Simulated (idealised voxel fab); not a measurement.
Documented hereafter: the process module known as voxel gate over fins.
Section cut is 300 nm wide and gridded with 5 nm square cells.
A cross-section in this document is a grid of square cells, and it is written down as bands, the top band listed before the ones below it; a band is made up of one or more rows of cells. Each band's line starts with the height of the band's top and of its bottom, in nm. Then come its materials from left to right, each with its width in nm. One material with "all across" fills the band from edge to edge. "air" is empty space. For the purposes of this specification, 0 denotes the height below which the wafer in its as-received condition is composed wholly of one material, and the lowermost band, lacking a lower limit, extends downward without end, as expressed in "from 0 down". The notation "30..40" denotes a width that varies across the rows of cells in the band, beginning at the first number in the top row, finishing at the second number in the bottom row, and changing by an identical amount from each row to the next. "no change" after a step means that no cell of the cross-section changed. Empty spaces without an open route to the top, at least 8 cells in extent, make up the entry "Sealed void inventory"; each is given as width x height at distance, where the distance is measured from the left edge, and all are in nm. On each step's line, the part that comes after the settings is the simulator's own comment on the step. overlay nm: step with mask; distance mask lay right of planned place; negative value = left of planned place.
The process steps that were planned are listed below:
1: RECEIVE,material Si
2: CONFORMAL_DEP,material SiN,thk nm 10
3: PATTERN,tone cover,mask id FINS,material resist,width nm 15,pitch nm 45,thk nm 20,overlay nm 0
4: DIRECTIONAL_ETCH,etch materials SiN,depth nm 10
5: DIRECTIONAL_ETCH,etch materials Si,depth nm 40
6: STRIP,etch materials resist
7: OXIDIZE,depth nm 5
8: FILL_DEP,material SiO2,thk nm 5
9: CMP,height nm 10
10: SELECTIVE_ETCH,etch materials SiO2,depth nm 20
11: STRIP,etch materials SiN
12: CONFORMAL_DEP,material HfO2,thk nm 5
13: CONFORMAL_DEP,material TiN,thk nm 5
14: CONFORMAL_DEP,material TiAl,thk nm 5
15: CONFORMAL_DEP,material TiN,thk nm 5
16: FILL_DEP,material W,thk nm 10
17: CMP,height nm 25
18: CONFORMAL_DEP,material SiN,thk nm 5
This is the cross-section of the wafer as we received it, i.e. after step 1:
- from 0 down  Si all across
- Sealed void inventory: none
Module complete, cross-section. Starting point and plan per above. One mistake made in running the module:
- from 30 to 25  SiN all across
- from 25 to 20  W all across
- from 20 to 15  W 100 nm  TiN 100 nm  W 100 nm
- from 15 to 10  W 100 nm  TiN 5 nm  TiAl 90 nm  TiN 5 nm  W 100 nm
- from 10 to 5  TiN 105 nm  TiAl 5 nm  TiN 35 nm  TiAl 10 nm  TiN 35 nm  TiAl 5 nm  TiN 105 nm
- from 5 to 0  TiAl 110 nm  TiN 5 nm  HfO2 25 nm  TiN 5 nm  TiAl 10 nm  TiN 5 nm  HfO2 25 nm  TiN 5 nm  TiAl 110 nm
- from 0 to -5  TiN 115 nm  HfO2 5 nm  Si 15 nm  HfO2 5 nm  TiN 20 nm  HfO2 5 nm  Si 15 nm  HfO2 5 nm  TiN 115 nm
- from -5 to -10  HfO2 120 nm  Si 15 nm  HfO2 30 nm  Si 15 nm  HfO2 120 nm
- from -10 to -45  SiO2 120 nm  Si 15 nm  SiO2 30 nm  Si 15 nm  SiO2 120 nm
- from -45 down  Si all across
- Sealed void inventory: none
Where did the run depart from the plan? off-plan run, step 3, actual operation and settings PATTERN,tone cover,mask id FINS,material resist,width nm 25,pitch nm 45,thk nm 20,overlay nm 0
